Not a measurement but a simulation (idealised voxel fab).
process module | voxel ribs on slabs
cross-section cut | 295 nm wide | cells 5 nm
A cross-section is a grid of square cells, given in bands from the top down. A band is one or more rows of cells.
Each band's line starts with the height of the band's top and of its bottom, in nm. Then come its materials from left to right, each with its width in nm. One material with "throughout" fills the band from edge to edge. "air" is empty space.
Height 0 is the level under which the wafer as received is all one material. The lowest band goes on downwards, as in "0 down".
A width such as "30 to 40" changes by the same amount from each row of cells to the next, from the band's top row to its bottom row.
"no change" after a step means that no cell of the cross-section changed.
closed voids: empty space of 8 cells or more with no open way to the top, each as width x height at its distance from the left edge, in nm
after a step's settings: what the simulator itself notes on the step
overlay nm, on a step with a mask: how far to the right of its planned place the mask lay; to the left if negative
plan
1 op RECEIVE | material Si
2 op DIRECTIONAL_DEP | material SiO2 | thk nm 30
3 op DIRECTIONAL_DEP | material SiN | thk nm 25
4 op DIRECTIONAL_DEP | material aC | thk nm 15
5 op PATTERN | tone cover | mask id RIB | material resist | width nm 15 | thk nm 30 | overlay nm 0
6 op DIRECTIONAL_ETCH | etch materials aC | depth nm 15
7 op STRIP | etch materials resist
8 op DIRECTIONAL_ETCH | etch materials SiN | depth nm 20
9 op STRIP | etch materials aC
10 op MASKED_ETCH | tone cover | mask id SLAB | width nm 55 | etch materials SiN | depth nm 5 | overlay nm 0
11 op FILL_DEP | material SiO2 | thk nm 30
12 op CMP | height nm 75
13 op DIRECTIONAL_DEP | material W | thk nm 5
14 op DIRECTIONAL_DEP | material aC | thk nm 15
15 op PATTERN | tone cover | mask id HEATER | material resist | width nm 25 | thk nm 30 | overlay nm 0
16 op DIRECTIONAL_ETCH | etch materials aC | depth nm 15
17 op STRIP | etch materials resist
18 op DIRECTIONAL_ETCH | etch materials W | depth nm 5
19 op STRIP | etch materials aC
20 op CONFORMAL_DEP | material SiN | thk nm 5
first wafer, as planned
as received, after step 1
  0 down: Si throughout
  closed voids: none
after step 2
  30 to 0: SiO2 throughout
  below 0: unchanged
after step 3
  55 to 30: SiN throughout
  below 30: unchanged
after step 4
  70 to 55: aC throughout
  below 55: unchanged
after step 5
  100 to 70: air 140 | resist 15 | air 140
  below 70: unchanged
after step 6
  85 to 70: air 140 | resist 15 | air 140
  70 to 55: air 140 | aC 15 | air 140
  below 55: unchanged
after step 7
  70 to 55: air 140 | aC 15 | air 140
  below 55: unchanged
after step 8
  70 to 55: air 140 | aC 15 | air 140
  55 to 35: air 140 | SiN 15 | air 140
  below 35: unchanged
after step 9
  55 to 35: air 140 | SiN 15 | air 140
  below 35: unchanged
after step 10
  55 to 35: air 140 | SiN 15 | air 140
  35 to 30: air 120 | SiN 55 | air 120
  below 30: unchanged
after step 11
  85 to 55: SiO2 throughout
  55 to 35: SiO2 140 | SiN 15 | SiO2 140
  35 to 30: SiO2 120 | SiN 55 | SiO2 120
  below 30: unchanged
after step 12
  75 to 55: SiO2 throughout
  below 55: unchanged
after step 13
  80 to 75: W throughout
  below 75: unchanged
after step 14
  95 to 80: aC throughout
  below 80: unchanged
after step 15
  125 to 95: air 135 | resist 25 | air 135
  below 95: unchanged
after step 16
  110 to 95: air 135 | resist 25 | air 135
  95 to 80: air 135 | aC 25 | air 135
  below 80: unchanged
after step 17
  95 to 80: air 135 | aC 25 | air 135
  below 80: unchanged
after step 18
  95 to 80: air 135 | aC 25 | air 135
  80 to 75: air 135 | W 25 | air 135
  below 75: unchanged
after step 19
  80 to 75: air 135 | W 25 | air 135
  below 75: unchanged
after step 20
  85 to 80: air 130 | SiN 35 | air 130
  80 to 75: SiN 135 | W 25 | SiN 135
  below 75: unchanged
second wafer: like start, like plan, one mistake. Through step 14 it matches the first wafer
when step 15 should have ended
  125 to 95: air 125 | resist 25 | air 145
  below 95: unchanged
when step 16 should have ended
  110 to 95: air 125 | resist 25 | air 145
  95 to 80: air 125 | aC 25 | air 145
  below 80: unchanged
when step 17 should have ended
  95 to 80: air 125 | aC 25 | air 145
  below 80: unchanged
when step 18 should have ended
  95 to 80: air 125 | aC 25 | air 145
  80 to 75: air 125 | W 25 | air 145
  below 75: unchanged
when step 19 should have ended
  80 to 75: air 125 | W 25 | air 145
  below 75: unchanged
when step 20 should have ended
  85 to 80: air 120 | SiN 35 | air 140
  80 to 75: SiN 125 | W 25 | SiN 145
  below 75: unchanged
what went wrong: step 15 ran as: op PATTERN | tone cover | mask id HEATER | material resist | width nm 25 | thk nm 30 | overlay nm -10
at the end the second wafer has, in cells: as many of each material as the first, in other places
